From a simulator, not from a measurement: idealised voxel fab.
A process module follows: voxel wiring stack.
This is section cut - it's 180 nm across, gridded in 5 nm square cells.
Heads up, the way a cross-section reads in here is a grid of square cells, handed over as bands from the top down, with every band being one or more rows of cells.
A band entry consists of two parts. The first gives the height of the band's top and the height of its bottom, in nm. The rest lists the band's materials from left to right, each with its width in nm. A single material labelled with the word "all across" fills the band from edge to edge, and the word "empty" marks empty space.
Height datum 0, below which the as-received substrate wafer is one material. Lowest band open at the bottom, running downward: "from 0 down".
Width "30->40": first value at the band's top row of cells, second value at its bottom row, equal change from row to row.
Reading "no change occurred" for a step: not a cell of the cross-section changed in it.
In the "Cavities, sealed" entry, you get each enclosed empty space of 8 cells or more, one with no open way to the top, written width x height at distance, distance from the left edge, in nm.
Read whatever lies past the settings on a step's line as the simulator's own remark about the step.
For masked steps, "overlay nm" on the step line gives how far right of plan the mask actually lay; a minus sign means it lay to the left.

-- List of planned process steps
1,RECEIVE (material Si)
2,CONFORMAL_DEP (material SiO2; thk nm 10)
3,CONFORMAL_DEP (material SiN; thk nm 5)
4,DIRECTIONAL_DEP (material SiO2; thk nm 25)
5,PATTERN (tone open; mask id METAL_1; material resist; width nm 30; pitch nm 60; thk nm 20; overlay nm 0)
6,DIRECTIONAL_ETCH (etch materials SiO2; depth nm 25)
7,DIRECTIONAL_ETCH (etch materials SiN; depth nm 5)
8,STRIP (etch materials resist)
9,CONFORMAL_DEP (material TiN; thk nm 5)
10,FILL_DEP (material W; thk nm 5)
11,CMP (height nm 40)
12,CONFORMAL_DEP (material SiCN; thk nm 5)
13,DIRECTIONAL_DEP (material SiO2; thk nm 10)
14,MASKED_ETCH (tone open; mask id PLUG_1; width nm 15; etch materials SiO2; depth nm 10; overlay nm 0)
15,MASKED_ETCH (tone open; mask id PLUG_1; width nm 15; etch materials SiCN; depth nm 5; overlay nm 0)
16,CONFORMAL_DEP (material TiN; thk nm 5)
17,FILL_DEP (material Cu; thk nm 5)
18,CMP (height nm 55)
19,DIRECTIONAL_DEP (material TiN; thk nm 5)
20,DIRECTIONAL_DEP (material Ru; thk nm 25)
21,PATTERN (tone cover; mask id METAL_2; material resist; width nm 30; pitch nm 60; thk nm 15; overlay nm 0)
22,DIRECTIONAL_ETCH (etch materials Ru; depth nm 25)
23,DIRECTIONAL_ETCH (etch materials TiN; depth nm 5)
24,STRIP (etch materials resist)
25,CONFORMAL_DEP (material SiCN; thk nm 5)
26,FILL_DEP (material SiO2; thk nm 10)
27,CMP (height nm 85)
28,CONFORMAL_DEP (material SiCN; thk nm 5)
29,DIRECTIONAL_DEP (material SiO2; thk nm 30)
30,DIRECTIONAL_DEP (material aC; thk nm 10)
31,PATTERN (tone open; mask id METAL_3_HOLES; material resist; width nm 15; pitch nm 60; thk nm 30; overlay nm 0)
32,DIRECTIONAL_ETCH (etch materials aC; depth nm 10)
33,STRIP (etch materials resist)
34,DIRECTIONAL_ETCH (etch materials SiO2; depth nm 30)
35,STRIP (etch materials aC)
36,PATTERN (tone open; mask id METAL_3; material resist; width nm 30; pitch nm 60; thk nm 15; overlay nm 0)
37,DIRECTIONAL_ETCH (etch materials SiO2; depth nm 20)
38,DIRECTIONAL_ETCH (etch materials SiCN; depth nm 5)
39,STRIP (etch materials resist)
40,CONFORMAL_DEP (material TiN; thk nm 5)
41,FILL_DEP (material Cu; thk nm 10)
42,CMP (height nm 120)
43,CONFORMAL_DEP (material SiN; thk nm 5)

-- Run as planned: first of two wafers

-- as received, after step 1
  from 0 down: Si all across
  Cavities, sealed: none

-- The wafer in cross-section once step 2 is complete
  from 10 to 0: SiO2 all across
  Below a height of 0, the structure has not been altered.

-- The wafer in cross-section once step 3 is complete
  from 15 to 10: SiN all across
  Below a height of 10, the structure has not been altered.

-- The wafer in cross-section once step 4 is complete
  from 40 to 15: SiO2 all across
  Below a height of 15, the structure has not been altered.

-- The wafer in cross-section once step 5 is complete
  from 60 to 40: resist (45) / empty (30) / resist (30) / empty (30) / resist (45)
  Below a height of 40, the structure has not been altered.

-- The wafer in cross-section once step 6 is complete
  from 60 to 40: resist (45) / empty (30) / resist (30) / empty (30) / resist (45)
  from 40 to 15: SiO2 (45) / empty (30) / SiO2 (30) / empty (30) / SiO2 (45)
  Below a height of 15, the structure has not been altered.

-- The wafer in cross-section once step 7 is complete
  from 60 to 40: resist (45) / empty (30) / resist (30) / empty (30) / resist (45)
  from 40 to 15: SiO2 (45) / empty (30) / SiO2 (30) / empty (30) / SiO2 (45)
  from 15 to 10: SiN (45) / empty (30) / SiN (30) / empty (30) / SiN (45)
  Below a height of 10, the structure has not been altered.

-- The wafer in cross-section once step 8 is complete
  from 40 to 15: SiO2 (45) / empty (30) / SiO2 (30) / empty (30) / SiO2 (45)
  Below a height of 15, the structure has not been altered.

-- The wafer in cross-section once step 9 is complete
  from 45 to 40: TiN (50) / empty (20) / TiN (40) / empty (20) / TiN (50)
  from 40 to 15: SiO2 (45) / TiN (5) / empty (20) / TiN (5) / SiO2 (30) / TiN (5) / empty (20) / TiN (5) / SiO2 (45)
  from 15 to 10: SiN (45) / TiN (30) / SiN (30) / TiN (30) / SiN (45)
  Below a height of 10, the structure has not been altered.

-- The wafer in cross-section once step 10 is complete
  from 50 to 45: W all across
  from 45 to 40: TiN (50) / W (20) / TiN (40) / W (20) / TiN (50)
  from 40 to 15: SiO2 (45) / TiN (5) / W (20) / TiN (5) / SiO2 (30) / TiN (5) / W (20) / TiN (5) / SiO2 (45)
  Below a height of 15, the structure has not been altered.

-- The wafer in cross-section once step 11 is complete
  from 40 to 15: SiO2 (45) / TiN (5) / W (20) / TiN (5) / SiO2 (30) / TiN (5) / W (20) / TiN (5) / SiO2 (45)
  Below a height of 15, the structure has not been altered.

-- The wafer in cross-section once step 12 is complete
  from 45 to 40: SiCN all across
  Below a height of 40, the structure has not been altered.

-- The wafer in cross-section once step 13 is complete
  from 55 to 45: SiO2 all across
  Below a height of 45, the structure has not been altered.

-- The wafer in cross-section once step 14 is complete
  from 55 to 45: SiO2 (45) / empty (15) / SiO2 (120)
  Below a height of 45, the structure has not been altered.

-- The wafer in cross-section once step 15 is complete
  from 55 to 45: SiO2 (45) / empty (15) / SiO2 (120)
  from 45 to 40: SiCN (45) / empty (15) / SiCN (120)
  Below a height of 40, the structure has not been altered.

-- The wafer in cross-section once step 16 is complete
  from 60 to 55: TiN (50) / empty (5) / TiN (125)
  from 55 to 45: SiO2 (45) / TiN (5) / empty (5) / TiN (5) / SiO2 (120)
  from 45 to 40: SiCN (45) / TiN (15) / SiCN (120)
  Below a height of 40, the structure has not been altered.

-- The wafer in cross-section once step 17 is complete
  from 65 to 60: Cu all across
  from 60 to 55: TiN (50) / Cu (5) / TiN (125)
  from 55 to 45: SiO2 (45) / TiN (5) / Cu (5) / TiN (5) / SiO2 (120)
  Below a height of 45, the structure has not been altered.

-- The wafer in cross-section once step 18 is complete
  from 55 to 45: SiO2 (45) / TiN (5) / Cu (5) / TiN (5) / SiO2 (120)
  Below a height of 45, the structure has not been altered.

-- The wafer in cross-section once step 19 is complete
  from 60 to 55: TiN all across
  Below a height of 55, the structure has not been altered.

-- The wafer in cross-section once step 20 is complete
  from 85 to 60: Ru all across
  Below a height of 60, the structure has not been altered.

-- The wafer in cross-section once step 21 is complete
  from 100 to 85: empty (45) / resist (30) / empty (30) / resist (30) / empty (45)
  Below a height of 85, the structure has not been altered.

-- The wafer in cross-section once step 22 is complete
  from 100 to 85: empty (45) / resist (30) / empty (30) / resist (30) / empty (45)
  from 85 to 60: empty (45) / Ru (30) / empty (30) / Ru (30) / empty (45)
  Below a height of 60, the structure has not been altered.

-- The wafer in cross-section once step 23 is complete
  from 100 to 85: empty (45) / resist (30) / empty (30) / resist (30) / empty (45)
  from 85 to 60: empty (45) / Ru (30) / empty (30) / Ru (30) / empty (45)
  from 60 to 55: empty (45) / TiN (30) / empty (30) / TiN (30) / empty (45)
  Below a height of 55, the structure has not been altered.

-- The wafer in cross-section once step 24 is complete
  from 85 to 60: empty (45) / Ru (30) / empty (30) / Ru (30) / empty (45)
  Below a height of 60, the structure has not been altered.

-- The wafer in cross-section once step 25 is complete
  from 90 to 85: empty (40) / SiCN (40) / empty (20) / SiCN (40) / empty (40)
  from 85 to 60: empty (40) / SiCN (5) / Ru (30) / SiCN (5) / empty (20) / SiCN (5) / Ru (30) / SiCN (5) / empty (40)
  from 60 to 55: SiCN (45) / TiN (30) / SiCN (30) / TiN (30) / SiCN (45)
  Below a height of 55, the structure has not been altered.

-- The wafer in cross-section once step 26 is complete
  from 100 to 90: SiO2 all across
  from 90 to 85: SiO2 (40) / SiCN (40) / SiO2 (20) / SiCN (40) / SiO2 (40)
  from 85 to 60: SiO2 (40) / SiCN (5) / Ru (30) / SiCN (5) / SiO2 (20) / SiCN (5) / Ru (30) / SiCN (5) / SiO2 (40)
  Below a height of 60, the structure has not been altered.

-- The wafer in cross-section once step 27 is complete
  from 85 to 60: SiO2 (40) / SiCN (5) / Ru (30) / SiCN (5) / SiO2 (20) / SiCN (5) / Ru (30) / SiCN (5) / SiO2 (40)
  Below a height of 60, the structure has not been altered.

-- The wafer in cross-section once step 28 is complete
  from 90 to 85: SiCN all across
  Below a height of 85, the structure has not been altered.

-- The wafer in cross-section once step 29 is complete
  from 120 to 90: SiO2 all across
  Below a height of 90, the structure has not been altered.

-- The wafer in cross-section once step 30 is complete
  from 130 to 120: aC all across
  Below a height of 120, the structure has not been altered.

-- The wafer in cross-section once step 31 is complete
  from 160 to 130: resist (45) / empty (15) / resist (45) / empty (15) / resist (60)
  Below a height of 130, the structure has not been altered.

-- The wafer in cross-section once step 32 is complete
  from 150 to 130: resist (45) / empty (15) / resist (45) / empty (15) / resist (60)
  from 130 to 120: aC (45) / empty (15) / aC (45) / empty (15) / aC (60)
  Below a height of 120, the structure has not been altered.

-- The wafer in cross-section once step 33 is complete
  from 130 to 120: aC (45) / empty (15) / aC (45) / empty (15) / aC (60)
  Below a height of 120, the structure has not been altered.

-- The wafer in cross-section once step 34 is complete
  from 130 to 120: aC (45) / empty (15) / aC (45) / empty (15) / aC (60)
  from 120 to 90: SiO2 (45) / empty (15) / SiO2 (45) / empty (15) / SiO2 (60)
  Below a height of 90, the structure has not been altered.

-- The wafer in cross-section once step 35 is complete
  from 120 to 90: SiO2 (45) / empty (15) / SiO2 (45) / empty (15) / SiO2 (60)
  Below a height of 90, the structure has not been altered.

-- The wafer in cross-section once step 36 is complete
  from 135 to 120: resist (45) / empty (30) / resist (30) / empty (30) / resist (45)
  Below a height of 120, the structure has not been altered.

-- The wafer in cross-section once step 37 is complete
  from 135 to 120: resist (45) / empty (30) / resist (30) / empty (30) / resist (45)
  from 120 to 100: SiO2 (45) / empty (30) / SiO2 (30) / empty (30) / SiO2 (45)
  Below a height of 100, the structure has not been altered.

-- The wafer in cross-section once step 38 is complete
  from 135 to 120: resist (45) / empty (30) / resist (30) / empty (30) / resist (45)
  from 120 to 100: SiO2 (45) / empty (30) / SiO2 (30) / empty (30) / SiO2 (45)
  from 100 to 90: SiO2 (45) / empty (15) / SiO2 (45) / empty (15) / SiO2 (60)
  from 90 to 85: SiCN (45) / empty (15) / SiCN (45) / empty (15) / SiCN (60)
  Below a height of 85, the structure has not been altered.

-- The wafer in cross-section once step 39 is complete
  from 120 to 100: SiO2 (45) / empty (30) / SiO2 (30) / empty (30) / SiO2 (45)
  Below a height of 100, the structure has not been altered.

-- The wafer in cross-section once step 40 is complete
  from 125 to 120: TiN (50) / empty (20) / TiN (40) / empty (20) / TiN (50)
  from 120 to 105: SiO2 (45) / TiN (5) / empty (20) / TiN (5) / SiO2 (30) / TiN (5) / empty (20) / TiN (5) / SiO2 (45)
  from 105 to 100: SiO2 (45) / TiN (5) / empty (5) / TiN (20) / SiO2 (30) / TiN (5) / empty (5) / TiN (20) / SiO2 (45)
  from 100 to 90: SiO2 (45) / TiN (5) / empty (5) / TiN (5) / SiO2 (45) / TiN (5) / empty (5) / TiN (5) / SiO2 (60)
  from 90 to 85: SiCN (45) / TiN (15) / SiCN (45) / TiN (15) / SiCN (60)
  Below a height of 85, the structure has not been altered.

-- The wafer in cross-section once step 41 is complete
  from 135 to 125: Cu all across
  from 125 to 120: TiN (50) / Cu (20) / TiN (40) / Cu (20) / TiN (50)
  from 120 to 105: SiO2 (45) / TiN (5) / Cu (20) / TiN (5) / SiO2 (30) / TiN (5) / Cu (20) / TiN (5) / SiO2 (45)
  from 105 to 100: SiO2 (45) / TiN (5) / Cu (5) / TiN (20) / SiO2 (30) / TiN (5) / Cu (5) / TiN (20) / SiO2 (45)
  from 100 to 90: SiO2 (45) / TiN (5) / Cu (5) / TiN (5) / SiO2 (45) / TiN (5) / Cu (5) / TiN (5) / SiO2 (60)
  Below a height of 90, the structure has not been altered.

-- The wafer in cross-section once step 42 is complete
  from 120 to 105: SiO2 (45) / TiN (5) / Cu (20) / TiN (5) / SiO2 (30) / TiN (5) / Cu (20) / TiN (5) / SiO2 (45)
  Below a height of 105, the structure has not been altered.

-- The wafer in cross-section once step 43 is complete
  from 125 to 120: SiN all across
  Below a height of 120, the structure has not been altered.

-- Okay, second wafer. Nothing different at the start, nothing different in the plan, just one mistake somewhere in the running. As far as step 24, counting that step, it's the first wafer all over again

-- Second wafer profile in section, at the moment step 25 of the plan was meant to be complete
  from 90 to 85: empty (40) / TiN (40) / empty (20) / TiN (40) / empty (40)
  from 85 to 60: empty (40) / TiN (5) / Ru (30) / TiN (5) / empty (20) / TiN (5) / Ru (30) / TiN (5) / empty (40)
  from 60 to 55: TiN all across
  Below a height of 55, the structure has not been altered.

-- Second wafer profile in section, at the moment step 26 of the plan was meant to be complete
  from 100 to 90: SiO2 all across
  from 90 to 85: SiO2 (40) / TiN (40) / SiO2 (20) / TiN (40) / SiO2 (40)
  from 85 to 60: SiO2 (40) / TiN (5) / Ru (30) / TiN (5) / SiO2 (20) / TiN (5) / Ru (30) / TiN (5) / SiO2 (40)
  Below a height of 60, the structure has not been altered.

-- Second wafer profile in section, at the moment step 27 of the plan was meant to be complete
  from 85 to 60: SiO2 (40) / TiN (5) / Ru (30) / TiN (5) / SiO2 (20) / TiN (5) / Ru (30) / TiN (5) / SiO2 (40)
  Below a height of 60, the structure has not been altered.

-- Second wafer profile in section, at the moment step 28 of the plan was meant to be complete
  from 90 to 85: SiCN all across
  Below a height of 85, the structure has not been altered.

-- Second wafer profile in section, at the moment step 29 of the plan was meant to be complete
  from 120 to 90: SiO2 all across
  Below a height of 90, the structure has not been altered.

-- Second wafer profile in section, at the moment step 30 of the plan was meant to be complete
  from 130 to 120: aC all across
  Below a height of 120, the structure has not been altered.

-- Second wafer profile in section, at the moment step 31 of the plan was meant to be complete
  from 160 to 130: resist (45) / empty (15) / resist (45) / empty (15) / resist (60)
  Below a height of 130, the structure has not been altered.

-- Second wafer profile in section, at the moment step 32 of the plan was meant to be complete
  from 150 to 130: resist (45) / empty (15) / resist (45) / empty (15) / resist (60)
  from 130 to 120: aC (45) / empty (15) / aC (45) / empty (15) / aC (60)
  Below a height of 120, the structure has not been altered.

-- Second wafer profile in section, at the moment step 33 of the plan was meant to be complete
  from 130 to 120: aC (45) / empty (15) / aC (45) / empty (15) / aC (60)
  Below a height of 120, the structure has not been altered.

-- Second wafer profile in section, at the moment step 34 of the plan was meant to be complete
  from 130 to 120: aC (45) / empty (15) / aC (45) / empty (15) / aC (60)
  from 120 to 90: SiO2 (45) / empty (15) / SiO2 (45) / empty (15) / SiO2 (60)
  Below a height of 90, the structure has not been altered.

-- Second wafer profile in section, at the moment step 35 of the plan was meant to be complete
  from 120 to 90: SiO2 (45) / empty (15) / SiO2 (45) / empty (15) / SiO2 (60)
  Below a height of 90, the structure has not been altered.

-- Second wafer profile in section, at the moment step 36 of the plan was meant to be complete
  from 135 to 120: resist (45) / empty (30) / resist (30) / empty (30) / resist (45)
  Below a height of 120, the structure has not been altered.

-- Second wafer profile in section, at the moment step 37 of the plan was meant to be complete
  from 135 to 120: resist (45) / empty (30) / resist (30) / empty (30) / resist (45)
  from 120 to 100: SiO2 (45) / empty (30) / SiO2 (30) / empty (30) / SiO2 (45)
  Below a height of 100, the structure has not been altered.

-- Second wafer profile in section, at the moment step 38 of the plan was meant to be complete
  from 135 to 120: resist (45) / empty (30) / resist (30) / empty (30) / resist (45)
  from 120 to 100: SiO2 (45) / empty (30) / SiO2 (30) / empty (30) / SiO2 (45)
  from 100 to 90: SiO2 (45) / empty (15) / SiO2 (45) / empty (15) / SiO2 (60)
  from 90 to 85: SiCN (45) / empty (15) / SiCN (45) / empty (15) / SiCN (60)
  Below a height of 85, the structure has not been altered.

-- Second wafer profile in section, at the moment step 39 of the plan was meant to be complete
  from 120 to 100: SiO2 (45) / empty (30) / SiO2 (30) / empty (30) / SiO2 (45)
  Below a height of 100, the structure has not been altered.

-- Second wafer profile in section, at the moment step 40 of the plan was meant to be complete
  from 125 to 120: TiN (50) / empty (20) / TiN (40) / empty (20) / TiN (50)
  from 120 to 105: SiO2 (45) / TiN (5) / empty (20) / TiN (5) / SiO2 (30) / TiN (5) / empty (20) / TiN (5) / SiO2 (45)
  from 105 to 100: SiO2 (45) / TiN (5) / empty (5) / TiN (20) / SiO2 (30) / TiN (5) / empty (5) / TiN (20) / SiO2 (45)
  from 100 to 90: SiO2 (45) / TiN (5) / empty (5) / TiN (5) / SiO2 (45) / TiN (5) / empty (5) / TiN (5) / SiO2 (60)
  from 90 to 85: SiCN (45) / TiN (15) / SiCN (45) / TiN (15) / SiCN (60)
  Below a height of 85, the structure has not been altered.

-- Second wafer profile in section, at the moment step 41 of the plan was meant to be complete
  from 135 to 125: Cu all across
  from 125 to 120: TiN (50) / Cu (20) / TiN (40) / Cu (20) / TiN (50)
  from 120 to 105: SiO2 (45) / TiN (5) / Cu (20) / TiN (5) / SiO2 (30) / TiN (5) / Cu (20) / TiN (5) / SiO2 (45)
  from 105 to 100: SiO2 (45) / TiN (5) / Cu (5) / TiN (20) / SiO2 (30) / TiN (5) / Cu (5) / TiN (20) / SiO2 (45)
  from 100 to 90: SiO2 (45) / TiN (5) / Cu (5) / TiN (5) / SiO2 (45) / TiN (5) / Cu (5) / TiN (5) / SiO2 (60)
  Below a height of 90, the structure has not been altered.

-- Second wafer profile in section, at the moment step 42 of the plan was meant to be complete
  from 120 to 105: SiO2 (45) / TiN (5) / Cu (20) / TiN (5) / SiO2 (30) / TiN (5) / Cu (20) / TiN (5) / SiO2 (45)
  Below a height of 105, the structure has not been altered.

-- Second wafer profile in section, at the moment step 43 of the plan was meant to be complete
  from 125 to 120: SiN all across
  Below a height of 120, the structure has not been altered.
What was done differently from what was planned? step 25 changed vs plan, executed as CONFORMAL_DEP (material TiN; thk nm 5)
The closing comparison, in cells, has the second wafer with more or fewer of some materials than the first: SiCN -44 | TiN +44
